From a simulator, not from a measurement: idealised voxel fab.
This section sets out a process module, namely voxel transistor to metal.
In the cross-section labelled cut, the width is 300 nm and each square cell is 5 nm.
Cross-section layout: square cells on a grid; listed as bands, top to bottom; a band spans one or more cell rows.
The band entry comprises the height of the band's top followed by the height of its bottom, expressed in nm, and subsequently the band's materials from left to right, each stated together with its width in nm. Where a single material is marked with the word "full width", that material fills the band from edge to edge. The word "empty" represents empty space.
Heights are measured from 0, the level below which the as-received wafer is all one material; the lowest band has no bottom and continues downward, written as in "0..down".
The two numbers in a width such as "30..40" mark its ends across the band: the first belongs to the top row of cells, the second to the bottom row, and from each row to the next the width moves by the same amount.
Any step labelled "stayed the same" changed none of the cells in the cross-section.
Voids not open to the top, 8 cells minimum: see "Voids, fully enclosed". Written width x height at distance; distance is from the left edge; nm.
It should be noted that, on the line of a given step, the content following the step's settings is a remark produced by the simulator itself with respect to that step.
"overlay nm" denotes, for a step that has a mask, the displacement of the mask to the right of its planned place, with negative values corresponding to the left.
# The following list gives the planned process steps
1: RECEIVE (material Si)
2: OXIDIZE (depth nm 5)
3: CONFORMAL_DEP (material SiN; thk nm 10)
4: MASKED_ETCH (tone cover; mask id ACTIVE; width nm 115; pitch nm 140; etch materials SiN; depth nm 10; overlay nm 0)
5: MASKED_ETCH (tone cover; mask id ACTIVE; width nm 115; pitch nm 140; etch materials SiO2; depth nm 5; overlay nm 0)
6: MASKED_ETCH (tone cover; mask id ACTIVE; width nm 115; pitch nm 140; etch materials Si; depth nm 35; overlay nm 0)
7: OXIDIZE (depth nm 5)
8: FILL_DEP (material SiO2; thk nm 5)
9: CMP (height nm 10)
10: SELECTIVE_ETCH (etch materials SiO2; depth nm 10)
11: STRIP (etch materials SiN)
12: SELECTIVE_ETCH (etch materials SiO2; depth nm 5)
13: OXIDIZE (depth nm 5)
14: DIRECTIONAL_DEP (material polySi; thk nm 30)
15: DIRECTIONAL_DEP (material SiCN; thk nm 15)
16: PATTERN (tone cover; mask id GATE; material resist; width nm 35; pitch nm 140; thk nm 15; overlay nm 0)
17: DIRECTIONAL_ETCH (etch materials SiCN; depth nm 25)
18: DIRECTIONAL_ETCH (etch materials polySi; depth nm 40)
19: STRIP (etch materials resist)
20: CONFORMAL_DEP (material SiO2; thk nm 5)
21: DIRECTIONAL_ETCH (etch materials SiO2; depth nm 5)
22: CONFORMAL_DEP (material SiN; thk nm 10)
23: DIRECTIONAL_ETCH (etch materials SiN; depth nm 10)
24: DIRECTIONAL_ETCH (etch materials SiO2; depth nm 5)
25: DIRECTIONAL_ETCH (etch materials Si; depth nm 10)
26: EPI (material nSi; thk nm 10)
27: FILL_DEP (material SiO2; thk nm 10)
28: CMP (height nm 25)
29: STRIP (etch materials polySi)
30: SELECTIVE_ETCH (etch materials SiO2; depth nm 5)
31: CONFORMAL_DEP (material HfO2; thk nm 5)
32: CONFORMAL_DEP (material TiN; thk nm 5)
33: FILL_DEP (material W; thk nm 10)
34: CMP (height nm 20)
35: DIRECTIONAL_DEP (material SiO2; thk nm 15)
36: DIRECTIONAL_DEP (material aC; thk nm 15)
37: PATTERN (tone open; mask id CONTACT; material resist; width nm 20; thk nm 30; overlay nm 0)
38: DIRECTIONAL_ETCH (etch materials aC; depth nm 15)
39: STRIP (etch materials resist)
40: DIRECTIONAL_ETCH (etch materials SiO2; depth nm 45)
41: STRIP (etch materials aC)
42: CONFORMAL_DEP (material TiN; thk nm 5)
43: FILL_DEP (material W; thk nm 5)
44: CMP (height nm 35)
45: DIRECTIONAL_DEP (material TiN; thk nm 5)
46: DIRECTIONAL_DEP (material W; thk nm 20)
47: DIRECTIONAL_DEP (material aC; thk nm 10)
48: PATTERN (tone cover; mask id METAL_1; material resist; width nm 20; thk nm 25; overlay nm 0)
49: DIRECTIONAL_ETCH (etch materials aC; depth nm 10)
50: STRIP (etch materials resist)
51: DIRECTIONAL_ETCH (etch materials W; depth nm 20)
52: DIRECTIONAL_ETCH (etch materials TiN; depth nm 5)
53: STRIP (etch materials aC)
54: FILL_DEP (material lowk; thk nm 10)
55: CMP (height nm 60)
56: CONFORMAL_DEP (material SiN; thk nm 5)
# Step 1 complete: cross-section of the wafer as received
    0..down  Si full width
    Voids, fully enclosed: none
# Same starting wafer, same plan as above, one mistake in the execution; this is the cross-section at the end of the module
    65..60  SiN full width
    60..40  lowk: 25, then W: 20, then lowk: 65, then W: 20, then lowk: 35, then W: 20, then lowk: 65, then W: 20, then lowk: 30
    40..35  lowk: 25, then TiN: 20, then lowk: 65, then TiN: 20, then lowk: 35, then TiN: 20, then lowk: 65, then TiN: 20, then lowk: 30
    35..20  SiO2: 25, then TiN: 5, then W: 10, then TiN: 5, then SiO2: 65, then TiN: 5, then W: 10, then TiN: 5, then SiO2: 35, then TiN: 5, then W: 10, then TiN: 5, then SiO2: 65, then TiN: 5, then W: 10, then TiN: 5, then SiO2: 30
    20..5  SiO2: 25, then TiN: 5, then W: 10, then TiN: 5, then SiN: 10, then HfO2: 5, then TiN: 5, then aC: 25, then TiN: 5, then HfO2: 5, then SiN: 10, then TiN: 5, then W: 10, then TiN: 5, then SiO2: 35, then TiN: 5, then W: 10, then TiN: 5, then SiN: 10, then HfO2: 5, then TiN: 5, then aC: 25, then TiN: 5, then HfO2: 5, then SiN: 10, then TiN: 5, then W: 10, then TiN: 5, then SiO2: 30
    5..0  SiO2: 25, then TiN: 20, then SiN: 10, then HfO2: 5, then TiN: 5, then aC: 25, then TiN: 5, then HfO2: 5, then SiN: 10, then TiN: 20, then SiO2: 35, then TiN: 20, then SiN: 10, then HfO2: 5, then TiN: 5, then aC: 25, then TiN: 5, then HfO2: 5, then SiN: 10, then TiN: 20, then SiO2: 30
    0..-5  SiO2: 25, then TiN: 10, then nSi: 10, then SiN: 10, then HfO2: 5, then TiN: 35, then HfO2: 5, then SiN: 10, then nSi: 10, then TiN: 10, then SiO2: 35, then TiN: 10, then nSi: 10, then SiN: 10, then HfO2: 5, then TiN: 35, then HfO2: 5, then SiN: 10, then nSi: 10, then TiN: 10, then SiO2: 30
    -5..-10  SiO2: 25, then TiN: 10, then nSi: 10, then SiO2: 10, then HfO2: 45, then SiO2: 10, then nSi: 10, then TiN: 10, then SiO2: 35, then TiN: 10, then nSi: 10, then SiO2: 10, then HfO2: 45, then SiO2: 10, then nSi: 10, then TiN: 10, then SiO2: 30
    -10..-20  SiO2: 25, then nSi: 20, then Si: 65, then nSi: 20, then SiO2: 35, then nSi: 20, then Si: 65, then nSi: 20, then SiO2: 30
    -20..-45  SiO2: 25, then Si: 105, then SiO2: 35, then Si: 105, then SiO2: 30
    -45..down  Si full width
    Voids, fully enclosed: none
Deviation from plan: contrary to plan, step 33 was performed as FILL_DEP (material aC; thk nm 10)
